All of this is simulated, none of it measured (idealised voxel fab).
process module | voxel wiring stack
cross-section cut | 235 nm wide | cells 5 nm
A cross-section is a grid of square cells, given in bands from the top down. A band is one or more rows of cells.
Each band's line starts with the height of the band's top and of its bottom, in nm. Then come its materials from left to right, each with its width in nm. One material with "throughout" fills the band from edge to edge. "air" is empty space.
Height 0 is the level under which the wafer as received is all one material. The lowest band goes on downwards, as in "0 down".
A width such as "30 to 40" changes by the same amount from each row of cells to the next, from the band's top row to its bottom row.
"no change" after a step means that no cell of the cross-section changed.
closed voids: empty space of 8 cells or more with no open way to the top, each as width x height at its distance from the left edge, in nm
after a step's settings: what the simulator itself notes on the step
overlay nm, on a step with a mask: how far to the right of its planned place the mask lay; to the left if negative
plan
1 op RECEIVE | material Si
2 op CONFORMAL_DEP | material SiO2 | thk nm 10
3 op DIRECTIONAL_DEP | material TiN | thk nm 5
4 op DIRECTIONAL_DEP | material W | thk nm 20
5 op PATTERN | tone cover | mask id METAL_1 | material resist | width nm 30 | pitch nm 45 | thk nm 20 | overlay nm 0
6 op DIRECTIONAL_ETCH | etch materials W | depth nm 20
7 op DIRECTIONAL_ETCH | etch materials TiN | depth nm 5
8 op STRIP | etch materials resist
9 op FILL_DEP | material lowk | thk nm 5
10 op CMP | height nm 35
11 op CONFORMAL_DEP | material SiCN | thk nm 5
12 op DIRECTIONAL_DEP | material SiO2 | thk nm 20
13 op DIRECTIONAL_DEP | material aC | thk nm 15
14 op PATTERN | tone open | mask id PLUG_1 | material resist | width nm 15 | pitch nm 45 | thk nm 35 | overlay nm 0
15 op DIRECTIONAL_ETCH | etch materials aC | depth nm 15
16 op STRIP | etch materials resist
17 op DIRECTIONAL_ETCH | etch materials SiO2 | depth nm 20
18 op DIRECTIONAL_ETCH | etch materials SiCN | depth nm 5
19 op STRIP | etch materials aC
20 op CONFORMAL_DEP | material TiN | thk nm 5
21 op FILL_DEP | material W | thk nm 10
22 op CMP | height nm 60
23 op CONFORMAL_DEP | material SiCN | thk nm 5
24 op DIRECTIONAL_DEP | material lowk | thk nm 20
25 op PATTERN | tone open | mask id METAL_2 | material resist | width nm 30 | pitch nm 45 | thk nm 15 | overlay nm 0
26 op DIRECTIONAL_ETCH | etch materials lowk | depth nm 20
27 op DIRECTIONAL_ETCH | etch materials SiCN | depth nm 5
28 op STRIP | etch materials resist
29 op CONFORMAL_DEP | material TiN | thk nm 5
30 op FILL_DEP | material Cu | thk nm 5
31 op CMP | height nm 85
32 op CONFORMAL_DEP | material SiCN | thk nm 5
33 op DIRECTIONAL_DEP | material SiO2 | thk nm 30
34 op PATTERN | tone open | mask id METAL_3 | material resist | width nm 30 | pitch nm 45 | thk nm 15 | overlay nm 0
35 op DIRECTIONAL_ETCH | etch materials SiO2 | depth nm 20
36 op STRIP | etch materials resist
37 op PATTERN | tone open | mask id METAL_3_HOLES | material resist | width nm 15 | pitch nm 90 | thk nm 20 | overlay nm 0
38 op DIRECTIONAL_ETCH | etch materials SiO2 | depth nm 10
39 op DIRECTIONAL_ETCH | etch materials SiCN | depth nm 5
40 op STRIP | etch materials resist
41 op CONFORMAL_DEP | material TiN | thk nm 5
42 op FILL_DEP | material Cu | thk nm 5
43 op CMP | height nm 120
44 op CONFORMAL_DEP | material SiCN | thk nm 5
45 op DIRECTIONAL_DEP | material lowk | thk nm 30
46 op PATTERN | tone open | mask id METAL_4 | material resist | width nm 30 | pitch nm 45 | thk nm 20 | overlay nm 0
47 op DIRECTIONAL_ETCH | etch materials lowk | depth nm 15
48 op STRIP | etch materials resist
49 op MASKED_ETCH | tone open | mask id METAL_4_HOLES | width nm 15 | pitch nm 45 | etch materials lowk | depth nm 15 | overlay nm 0
50 op MASKED_ETCH | tone open | mask id METAL_4_HOLES | width nm 15 | pitch nm 45 | etch materials SiCN | depth nm 5 | overlay nm 0
51 op CONFORMAL_DEP | material TiN | thk nm 5
52 op FILL_DEP | material Cu | thk nm 10
53 op CMP | height nm 155
54 op CONFORMAL_DEP | material SiN | thk nm 5
first wafer, as planned
as received, after step 1
  0 down: Si throughout
  closed voids: none
after step 2
  10 to 0: SiO2 throughout
  below 0: unchanged
after step 3
  15 to 10: TiN throughout
  below 10: unchanged
after step 4
  35 to 15: W throughout
  below 15: unchanged
after step 5
  55 to 35: air 55 | resist 30 | air 15 | resist 30 | air 15 | resist 30 | air 60
  below 35: unchanged
after step 6
  55 to 35: air 55 | resist 30 | air 15 | resist 30 | air 15 | resist 30 | air 60
  35 to 15: air 55 | W 30 | air 15 | W 30 | air 15 | W 30 | air 60
  below 15: unchanged
after step 7
  55 to 35: air 55 | resist 30 | air 15 | resist 30 | air 15 | resist 30 | air 60
  35 to 15: air 55 | W 30 | air 15 | W 30 | air 15 | W 30 | air 60
  15 to 10: air 55 | TiN 30 | air 15 | TiN 30 | air 15 | TiN 30 | air 60
  below 10: unchanged
after step 8
  35 to 15: air 55 | W 30 | air 15 | W 30 | air 15 | W 30 | air 60
  below 15: unchanged
after step 9
  40 to 35: lowk throughout
  35 to 15: lowk 55 | W 30 | lowk 15 | W 30 | lowk 15 | W 30 | lowk 60
  15 to 10: lowk 55 | TiN 30 | lowk 15 | TiN 30 | lowk 15 | TiN 30 | lowk 60
  below 10: unchanged
after step 10
  35 to 15: lowk 55 | W 30 | lowk 15 | W 30 | lowk 15 | W 30 | lowk 60
  below 15: unchanged
after step 11
  40 to 35: SiCN throughout
  below 35: unchanged
after step 12
  60 to 40: SiO2 throughout
  below 40: unchanged
after step 13
  75 to 60: aC throughout
  below 60: unchanged
after step 14
  110 to 75: resist 55 | air 15 | resist 30 | air 15 | resist 30 | air 15 | resist 75
  below 75: unchanged
after step 15
  95 to 75: resist 55 | air 15 | resist 30 | air 15 | resist 30 | air 15 | resist 75
  75 to 60: aC 55 | air 15 | aC 30 | air 15 | aC 30 | air 15 | aC 75
  below 60: unchanged
after step 16
  75 to 60: aC 55 | air 15 | aC 30 | air 15 | aC 30 | air 15 | aC 75
  below 60: unchanged
after step 17
  75 to 60: aC 55 | air 15 | aC 30 | air 15 | aC 30 | air 15 | aC 75
  60 to 40: SiO2 55 | air 15 | SiO2 30 | air 15 | SiO2 30 | air 15 | SiO2 75
  below 40: unchanged
after step 18
  75 to 60: aC 55 | air 15 | aC 30 | air 15 | aC 30 | air 15 | aC 75
  60 to 40: SiO2 55 | air 15 | SiO2 30 | air 15 | SiO2 30 | air 15 | SiO2 75
  40 to 35: SiCN 55 | air 15 | SiCN 30 | air 15 | SiCN 30 | air 15 | SiCN 75
  below 35: unchanged
after step 19
  60 to 40: SiO2 55 | air 15 | SiO2 30 | air 15 | SiO2 30 | air 15 | SiO2 75
  below 40: unchanged
after step 20
  65 to 60: TiN 60 | air 5 | TiN 40 | air 5 | TiN 40 | air 5 | TiN 80
  60 to 40: SiO2 55 | TiN 5 | air 5 | TiN 5 | SiO2 30 | TiN 5 | air 5 | TiN 5 | SiO2 30 | TiN 5 | air 5 | TiN 5 | SiO2 75
  40 to 35: SiCN 55 | TiN 15 | SiCN 30 | TiN 15 | SiCN 30 | TiN 15 | SiCN 75
  below 35: unchanged
after step 21
  75 to 65: W throughout
  65 to 60: TiN 60 | W 5 | TiN 40 | W 5 | TiN 40 | W 5 | TiN 80
  60 to 40: SiO2 55 | TiN 5 | W 5 | TiN 5 | SiO2 30 | TiN 5 | W 5 | TiN 5 | SiO2 30 | TiN 5 | W 5 | TiN 5 | SiO2 75
  below 40: unchanged
after step 22
  60 to 40: SiO2 55 | TiN 5 | W 5 | TiN 5 | SiO2 30 | TiN 5 | W 5 | TiN 5 | SiO2 30 | TiN 5 | W 5 | TiN 5 | SiO2 75
  below 40: unchanged
after step 23
  65 to 60: SiCN throughout
  below 60: unchanged
after step 24
  85 to 65: lowk throughout
  below 65: unchanged
after step 25
  100 to 85: resist 55 | air 30 | resist 15 | air 30 | resist 15 | air 30 | resist 60
  below 85: unchanged
after step 26
  100 to 85: resist 55 | air 30 | resist 15 | air 30 | resist 15 | air 30 | resist 60
  85 to 65: lowk 55 | air 30 | lowk 15 | air 30 | lowk 15 | air 30 | lowk 60
  below 65: unchanged
after step 27
  100 to 85: resist 55 | air 30 | resist 15 | air 30 | resist 15 | air 30 | resist 60
  85 to 65: lowk 55 | air 30 | lowk 15 | air 30 | lowk 15 | air 30 | lowk 60
  65 to 60: SiCN 55 | air 30 | SiCN 15 | air 30 | SiCN 15 | air 30 | SiCN 60
  below 60: unchanged
after step 28
  85 to 65: lowk 55 | air 30 | lowk 15 | air 30 | lowk 15 | air 30 | lowk 60
  below 65: unchanged
after step 29
  90 to 85: TiN 60 | air 20 | TiN 25 | air 20 | TiN 25 | air 20 | TiN 65
  85 to 65: lowk 55 | TiN 5 | air 20 | TiN 5 | lowk 15 | TiN 5 | air 20 | TiN 5 | lowk 15 | TiN 5 | air 20 | TiN 5 | lowk 60
  65 to 60: SiCN 55 | TiN 30 | SiCN 15 | TiN 30 | SiCN 15 | TiN 30 | SiCN 60
  below 60: unchanged
after step 30
  95 to 90: Cu throughout
  90 to 85: TiN 60 | Cu 20 | TiN 25 | Cu 20 | TiN 25 | Cu 20 | TiN 65
  85 to 65: lowk 55 | TiN 5 | Cu 20 | TiN 5 | lowk 15 | TiN 5 | Cu 20 | TiN 5 | lowk 15 | TiN 5 | Cu 20 | TiN 5 | lowk 60
  below 65: unchanged
after step 31
  85 to 65: lowk 55 | TiN 5 | Cu 20 | TiN 5 | lowk 15 | TiN 5 | Cu 20 | TiN 5 | lowk 15 | TiN 5 | Cu 20 | TiN 5 | lowk 60
  below 65: unchanged
after step 32
  90 to 85: SiCN throughout
  below 85: unchanged
after step 33
  120 to 90: SiO2 throughout
  below 90: unchanged
after step 34
  135 to 120: resist 55 | air 30 | resist 15 | air 30 | resist 15 | air 30 | resist 60
  below 120: unchanged
after step 35
  135 to 120: resist 55 | air 30 | resist 15 | air 30 | resist 15 | air 30 | resist 60
  120 to 100: SiO2 55 | air 30 | SiO2 15 | air 30 | SiO2 15 | air 30 | SiO2 60
  below 100: unchanged
after step 36
  120 to 100: SiO2 55 | air 30 | SiO2 15 | air 30 | SiO2 15 | air 30 | SiO2 60
  below 100: unchanged
after step 37
  140 to 120: resist 55 | air 15 | resist 75 | air 15 | resist 75
  120 to 100: SiO2 55 | air 15 | resist 15 | SiO2 15 | resist 30 | SiO2 15 | air 15 | resist 15 | SiO2 60
  below 100: unchanged
after step 38
  140 to 120: resist 55 | air 15 | resist 75 | air 15 | resist 75
  120 to 100: SiO2 55 | air 15 | resist 15 | SiO2 15 | resist 30 | SiO2 15 | air 15 | resist 15 | SiO2 60
  100 to 90: SiO2 55 | air 15 | SiO2 75 | air 15 | SiO2 75
  below 90: unchanged
after step 39
  140 to 120: resist 55 | air 15 | resist 75 | air 15 | resist 75
  120 to 100: SiO2 55 | air 15 | resist 15 | SiO2 15 | resist 30 | SiO2 15 | air 15 | resist 15 | SiO2 60
  100 to 90: SiO2 55 | air 15 | SiO2 75 | air 15 | SiO2 75
  90 to 85: SiCN 55 | air 15 | SiCN 75 | air 15 | SiCN 75
  below 85: unchanged
after step 40
  120 to 100: SiO2 55 | air 30 | SiO2 15 | air 30 | SiO2 15 | air 30 | SiO2 60
  below 100: unchanged
after step 41
  125 to 120: TiN 60 | air 20 | TiN 25 | air 20 | TiN 25 | air 20 | TiN 65
  120 to 105: SiO2 55 | TiN 5 | air 20 | TiN 5 | SiO2 15 | TiN 5 | air 20 | TiN 5 | SiO2 15 | TiN 5 | air 20 | TiN 5 | SiO2 60
  105 to 100: SiO2 55 | TiN 5 | air 5 | TiN 20 | SiO2 15 | TiN 30 | SiO2 15 | TiN 5 | air 5 | TiN 20 | SiO2 60
  100 to 90: SiO2 55 | TiN 5 | air 5 | TiN 5 | SiO2 75 | TiN 5 | air 5 | TiN 5 | SiO2 75
  90 to 85: SiCN 55 | TiN 15 | SiCN 75 | TiN 15 | SiCN 75
  below 85: unchanged
after step 42
  130 to 125: Cu throughout
  125 to 120: TiN 60 | Cu 20 | TiN 25 | Cu 20 | TiN 25 | Cu 20 | TiN 65
  120 to 105: SiO2 55 | TiN 5 | Cu 20 | TiN 5 | SiO2 15 | TiN 5 | Cu 20 | TiN 5 | SiO2 15 | TiN 5 | Cu 20 | TiN 5 | SiO2 60
  105 to 100: SiO2 55 | TiN 5 | Cu 5 | TiN 20 | SiO2 15 | TiN 30 | SiO2 15 | TiN 5 | Cu 5 | TiN 20 | SiO2 60
  100 to 90: SiO2 55 | TiN 5 | Cu 5 | TiN 5 | SiO2 75 | TiN 5 | Cu 5 | TiN 5 | SiO2 75
  below 90: unchanged
after step 43
  120 to 105: SiO2 55 | TiN 5 | Cu 20 | TiN 5 | SiO2 15 | TiN 5 | Cu 20 | TiN 5 | SiO2 15 | TiN 5 | Cu 20 | TiN 5 | SiO2 60
  below 105: unchanged
after step 44
  125 to 120: SiCN throughout
  below 120: unchanged
after step 45
  155 to 125: lowk throughout
  below 125: unchanged
after step 46
  175 to 155: resist 55 | air 30 | resist 15 | air 30 | resist 15 | air 30 | resist 60
  below 155: unchanged
after step 47
  175 to 155: resist 55 | air 30 | resist 15 | air 30 | resist 15 | air 30 | resist 60
  155 to 140: lowk 55 | air 30 | lowk 15 | air 30 | lowk 15 | air 30 | lowk 60
  below 140: unchanged
after step 48
  155 to 140: lowk 55 | air 30 | lowk 15 | air 30 | lowk 15 | air 30 | lowk 60
  below 140: unchanged
after step 49
  155 to 140: lowk 55 | air 30 | lowk 15 | air 30 | lowk 15 | air 30 | lowk 60
  140 to 125: lowk 55 | air 15 | lowk 30 | air 15 | lowk 30 | air 15 | lowk 75
  below 125: unchanged
after step 50
  155 to 140: lowk 55 | air 30 | lowk 15 | air 30 | lowk 15 | air 30 | lowk 60
  140 to 125: lowk 55 | air 15 | lowk 30 | air 15 | lowk 30 | air 15 | lowk 75
  125 to 120: SiCN 55 | air 15 | SiCN 30 | air 15 | SiCN 30 | air 15 | SiCN 75
  below 120: unchanged
after step 51
  160 to 155: TiN 60 | air 20 | TiN 25 | air 20 | TiN 25 | air 20 | TiN 65
  155 to 145: lowk 55 | TiN 5 | air 20 | TiN 5 | lowk 15 | TiN 5 | air 20 | TiN 5 | lowk 15 | TiN 5 | air 20 | TiN 5 | lowk 60
  145 to 140: lowk 55 | TiN 5 | air 5 | TiN 20 | lowk 15 | TiN 5 | air 5 | TiN 20 | lowk 15 | TiN 5 | air 5 | TiN 20 | lowk 60
  140 to 125: lowk 55 | TiN 5 | air 5 | TiN 5 | lowk 30 | TiN 5 | air 5 | TiN 5 | lowk 30 | TiN 5 | air 5 | TiN 5 | lowk 75
  125 to 120: SiCN 55 | TiN 15 | SiCN 30 | TiN 15 | SiCN 30 | TiN 15 | SiCN 75
  below 120: unchanged
after step 52
  170 to 160: Cu throughout
  160 to 155: TiN 60 | Cu 20 | TiN 25 | Cu 20 | TiN 25 | Cu 20 | TiN 65
  155 to 145: lowk 55 | TiN 5 | Cu 20 | TiN 5 | lowk 15 | TiN 5 | Cu 20 | TiN 5 | lowk 15 | TiN 5 | Cu 20 | TiN 5 | lowk 60
  145 to 140: lowk 55 | TiN 5 | Cu 5 | TiN 20 | lowk 15 | TiN 5 | Cu 5 | TiN 20 | lowk 15 | TiN 5 | Cu 5 | TiN 20 | lowk 60
  140 to 125: lowk 55 | TiN 5 | Cu 5 | TiN 5 | lowk 30 | TiN 5 | Cu 5 | TiN 5 | lowk 30 | TiN 5 | Cu 5 | TiN 5 | lowk 75
  below 125: unchanged
after step 53
  155 to 145: lowk 55 | TiN 5 | Cu 20 | TiN 5 | lowk 15 | TiN 5 | Cu 20 | TiN 5 | lowk 15 | TiN 5 | Cu 20 | TiN 5 | lowk 60
  below 145: unchanged
after step 54
  160 to 155: SiN throughout
  below 155: unchanged
second wafer: like start, like plan, one mistake. Through step 10 it matches the first wafer
when step 11 should have ended
  55 to 35: SiO2 throughout
  below 35: unchanged
when step 12 should have ended
  60 to 55: SiCN throughout
  below 55: unchanged
when step 13 should have ended
  75 to 60: aC throughout
  below 60: unchanged
when step 14 should have ended
  110 to 75: resist 55 | air 15 | resist 30 | air 15 | resist 30 | air 15 | resist 75
  below 75: unchanged
when step 15 should have ended
  95 to 75: resist 55 | air 15 | resist 30 | air 15 | resist 30 | air 15 | resist 75
  75 to 60: aC 55 | air 15 | aC 30 | air 15 | aC 30 | air 15 | aC 75
  below 60: unchanged
when step 16 should have ended
  75 to 60: aC 55 | air 15 | aC 30 | air 15 | aC 30 | air 15 | aC 75
  below 60: unchanged
when step 17 should have ended: no change
when step 18 should have ended
  75 to 60: aC 55 | air 15 | aC 30 | air 15 | aC 30 | air 15 | aC 75
  60 to 55: SiCN 55 | air 15 | SiCN 30 | air 15 | SiCN 30 | air 15 | SiCN 75
  below 55: unchanged
when step 19 should have ended
  60 to 55: SiCN 55 | air 15 | SiCN 30 | air 15 | SiCN 30 | air 15 | SiCN 75
  below 55: unchanged
when step 20 should have ended
  65 to 60: TiN 60 | air 5 | TiN 40 | air 5 | TiN 40 | air 5 | TiN 80
  60 to 55: SiCN 55 | TiN 15 | SiCN 30 | TiN 15 | SiCN 30 | TiN 15 | SiCN 75
  below 55: unchanged
when step 21 should have ended
  75 to 65: W throughout
  65 to 60: TiN 60 | W 5 | TiN 40 | W 5 | TiN 40 | W 5 | TiN 80
  below 60: unchanged
when step 22 should have ended
  60 to 55: SiCN 55 | TiN 15 | SiCN 30 | TiN 15 | SiCN 30 | TiN 15 | SiCN 75
  below 55: unchanged
when step 23 should have ended
  65 to 60: SiCN throughout
  below 60: unchanged
when step 24 should have ended
  85 to 65: lowk throughout
  below 65: unchanged
when step 25 should have ended
  100 to 85: resist 55 | air 30 | resist 15 | air 30 | resist 15 | air 30 | resist 60
  below 85: unchanged
when step 26 should have ended
  100 to 85: resist 55 | air 30 | resist 15 | air 30 | resist 15 | air 30 | resist 60
  85 to 65: lowk 55 | air 30 | lowk 15 | air 30 | lowk 15 | air 30 | lowk 60
  below 65: unchanged
when step 27 should have ended
  100 to 85: resist 55 | air 30 | resist 15 | air 30 | resist 15 | air 30 | resist 60
  85 to 65: lowk 55 | air 30 | lowk 15 | air 30 | lowk 15 | air 30 | lowk 60
  65 to 60: SiCN 55 | air 30 | SiCN 15 | air 30 | SiCN 15 | air 30 | SiCN 60
  below 60: unchanged
when step 28 should have ended
  85 to 65: lowk 55 | air 30 | lowk 15 | air 30 | lowk 15 | air 30 | lowk 60
  below 65: unchanged
when step 29 should have ended
  90 to 85: TiN 60 | air 20 | TiN 25 | air 20 | TiN 25 | air 20 | TiN 65
  85 to 65: lowk 55 | TiN 5 | air 20 | TiN 5 | lowk 15 | TiN 5 | air 20 | TiN 5 | lowk 15 | TiN 5 | air 20 | TiN 5 | lowk 60
  65 to 55: SiCN 55 | TiN 30 to 15 | SiCN 15 to 30 | TiN 30 to 15 | SiCN 15 to 30 | TiN 30 to 15 | SiCN 60 to 75
  below 55: unchanged
when step 30 should have ended
  95 to 90: Cu throughout
  90 to 85: TiN 60 | Cu 20 | TiN 25 | Cu 20 | TiN 25 | Cu 20 | TiN 65
  85 to 65: lowk 55 | TiN 5 | Cu 20 | TiN 5 | lowk 15 | TiN 5 | Cu 20 | TiN 5 | lowk 15 | TiN 5 | Cu 20 | TiN 5 | lowk 60
  below 65: unchanged
when step 31 should have ended
  85 to 65: lowk 55 | TiN 5 | Cu 20 | TiN 5 | lowk 15 | TiN 5 | Cu 20 | TiN 5 | lowk 15 | TiN 5 | Cu 20 | TiN 5 | lowk 60
  below 65: unchanged
when step 32 should have ended
  90 to 85: SiCN throughout
  below 85: unchanged
when step 33 should have ended
  120 to 90: SiO2 throughout
  below 90: unchanged
when step 34 should have ended
  135 to 120: resist 55 | air 30 | resist 15 | air 30 | resist 15 | air 30 | resist 60
  below 120: unchanged
when step 35 should have ended
  135 to 120: resist 55 | air 30 | resist 15 | air 30 | resist 15 | air 30 | resist 60
  120 to 100: SiO2 55 | air 30 | SiO2 15 | air 30 | SiO2 15 | air 30 | SiO2 60
  below 100: unchanged
when step 36 should have ended
  120 to 100: SiO2 55 | air 30 | SiO2 15 | air 30 | SiO2 15 | air 30 | SiO2 60
  below 100: unchanged
when step 37 should have ended
  140 to 120: resist 55 | air 15 | resist 75 | air 15 | resist 75
  120 to 100: SiO2 55 | air 15 | resist 15 | SiO2 15 | resist 30 | SiO2 15 | air 15 | resist 15 | SiO2 60
  below 100: unchanged
when step 38 should have ended
  140 to 120: resist 55 | air 15 | resist 75 | air 15 | resist 75
  120 to 100: SiO2 55 | air 15 | resist 15 | SiO2 15 | resist 30 | SiO2 15 | air 15 | resist 15 | SiO2 60
  100 to 90: SiO2 55 | air 15 | SiO2 75 | air 15 | SiO2 75
  below 90: unchanged
when step 39 should have ended
  140 to 120: resist 55 | air 15 | resist 75 | air 15 | resist 75
  120 to 100: SiO2 55 | air 15 | resist 15 | SiO2 15 | resist 30 | SiO2 15 | air 15 | resist 15 | SiO2 60
  100 to 90: SiO2 55 | air 15 | SiO2 75 | air 15 | SiO2 75
  90 to 85: SiCN 55 | air 15 | SiCN 75 | air 15 | SiCN 75
  below 85: unchanged
when step 40 should have ended
  120 to 100: SiO2 55 | air 30 | SiO2 15 | air 30 | SiO2 15 | air 30 | SiO2 60
  below 100: unchanged
when step 41 should have ended
  125 to 120: TiN 60 | air 20 | TiN 25 | air 20 | TiN 25 | air 20 | TiN 65
  120 to 105: SiO2 55 | TiN 5 | air 20 | TiN 5 | SiO2 15 | TiN 5 | air 20 | TiN 5 | SiO2 15 | TiN 5 | air 20 | TiN 5 | SiO2 60
  105 to 100: SiO2 55 | TiN 5 | air 5 | TiN 20 | SiO2 15 | TiN 30 | SiO2 15 | TiN 5 | air 5 | TiN 20 | SiO2 60
  100 to 90: SiO2 55 | TiN 5 | air 5 | TiN 5 | SiO2 75 | TiN 5 | air 5 | TiN 5 | SiO2 75
  90 to 85: SiCN 55 | TiN 15 | SiCN 75 | TiN 15 | SiCN 75
  below 85: unchanged
when step 42 should have ended
  130 to 125: Cu throughout
  125 to 120: TiN 60 | Cu 20 | TiN 25 | Cu 20 | TiN 25 | Cu 20 | TiN 65
  120 to 105: SiO2 55 | TiN 5 | Cu 20 | TiN 5 | SiO2 15 | TiN 5 | Cu 20 | TiN 5 | SiO2 15 | TiN 5 | Cu 20 | TiN 5 | SiO2 60
  105 to 100: SiO2 55 | TiN 5 | Cu 5 | TiN 20 | SiO2 15 | TiN 30 | SiO2 15 | TiN 5 | Cu 5 | TiN 20 | SiO2 60
  100 to 90: SiO2 55 | TiN 5 | Cu 5 | TiN 5 | SiO2 75 | TiN 5 | Cu 5 | TiN 5 | SiO2 75
  below 90: unchanged
when step 43 should have ended
  120 to 105: SiO2 55 | TiN 5 | Cu 20 | TiN 5 | SiO2 15 | TiN 5 | Cu 20 | TiN 5 | SiO2 15 | TiN 5 | Cu 20 | TiN 5 | SiO2 60
  below 105: unchanged
when step 44 should have ended
  125 to 120: SiCN throughout
  below 120: unchanged
when step 45 should have ended
  155 to 125: lowk throughout
  below 125: unchanged
when step 46 should have ended
  175 to 155: resist 55 | air 30 | resist 15 | air 30 | resist 15 | air 30 | resist 60
  below 155: unchanged
when step 47 should have ended
  175 to 155: resist 55 | air 30 | resist 15 | air 30 | resist 15 | air 30 | resist 60
  155 to 140: lowk 55 | air 30 | lowk 15 | air 30 | lowk 15 | air 30 | lowk 60
  below 140: unchanged
when step 48 should have ended
  155 to 140: lowk 55 | air 30 | lowk 15 | air 30 | lowk 15 | air 30 | lowk 60
  below 140: unchanged
when step 49 should have ended
  155 to 140: lowk 55 | air 30 | lowk 15 | air 30 | lowk 15 | air 30 | lowk 60
  140 to 125: lowk 55 | air 15 | lowk 30 | air 15 | lowk 30 | air 15 | lowk 75
  below 125: unchanged
when step 50 should have ended
  155 to 140: lowk 55 | air 30 | lowk 15 | air 30 | lowk 15 | air 30 | lowk 60
  140 to 125: lowk 55 | air 15 | lowk 30 | air 15 | lowk 30 | air 15 | lowk 75
  125 to 120: SiCN 55 | air 15 | SiCN 30 | air 15 | SiCN 30 | air 15 | SiCN 75
  below 120: unchanged
when step 51 should have ended
  160 to 155: TiN 60 | air 20 | TiN 25 | air 20 | TiN 25 | air 20 | TiN 65
  155 to 145: lowk 55 | TiN 5 | air 20 | TiN 5 | lowk 15 | TiN 5 | air 20 | TiN 5 | lowk 15 | TiN 5 | air 20 | TiN 5 | lowk 60
  145 to 140: lowk 55 | TiN 5 | air 5 | TiN 20 | lowk 15 | TiN 5 | air 5 | TiN 20 | lowk 15 | TiN 5 | air 5 | TiN 20 | lowk 60
  140 to 125: lowk 55 | TiN 5 | air 5 | TiN 5 | lowk 30 | TiN 5 | air 5 | TiN 5 | lowk 30 | TiN 5 | air 5 | TiN 5 | lowk 75
  125 to 120: SiCN 55 | TiN 15 | SiCN 30 | TiN 15 | SiCN 30 | TiN 15 | SiCN 75
  below 120: unchanged
when step 52 should have ended
  170 to 160: Cu throughout
  160 to 155: TiN 60 | Cu 20 | TiN 25 | Cu 20 | TiN 25 | Cu 20 | TiN 65
  155 to 145: lowk 55 | TiN 5 | Cu 20 | TiN 5 | lowk 15 | TiN 5 | Cu 20 | TiN 5 | lowk 15 | TiN 5 | Cu 20 | TiN 5 | lowk 60
  145 to 140: lowk 55 | TiN 5 | Cu 5 | TiN 20 | lowk 15 | TiN 5 | Cu 5 | TiN 20 | lowk 15 | TiN 5 | Cu 5 | TiN 20 | lowk 60
  140 to 125: lowk 55 | TiN 5 | Cu 5 | TiN 5 | lowk 30 | TiN 5 | Cu 5 | TiN 5 | lowk 30 | TiN 5 | Cu 5 | TiN 5 | lowk 75
  below 125: unchanged
when step 53 should have ended
  155 to 145: lowk 55 | TiN 5 | Cu 20 | TiN 5 | lowk 15 | TiN 5 | Cu 20 | TiN 5 | lowk 15 | TiN 5 | Cu 20 | TiN 5 | lowk 60
  below 145: unchanged
when step 54 should have ended
  160 to 155: SiN throughout
  below 155: unchanged
what went wrong: steps 11 and 12 were swapped
at the end the second wafer has, in cells: 36 more of SiO2 | 24 fewer of TiN | 12 fewer of W
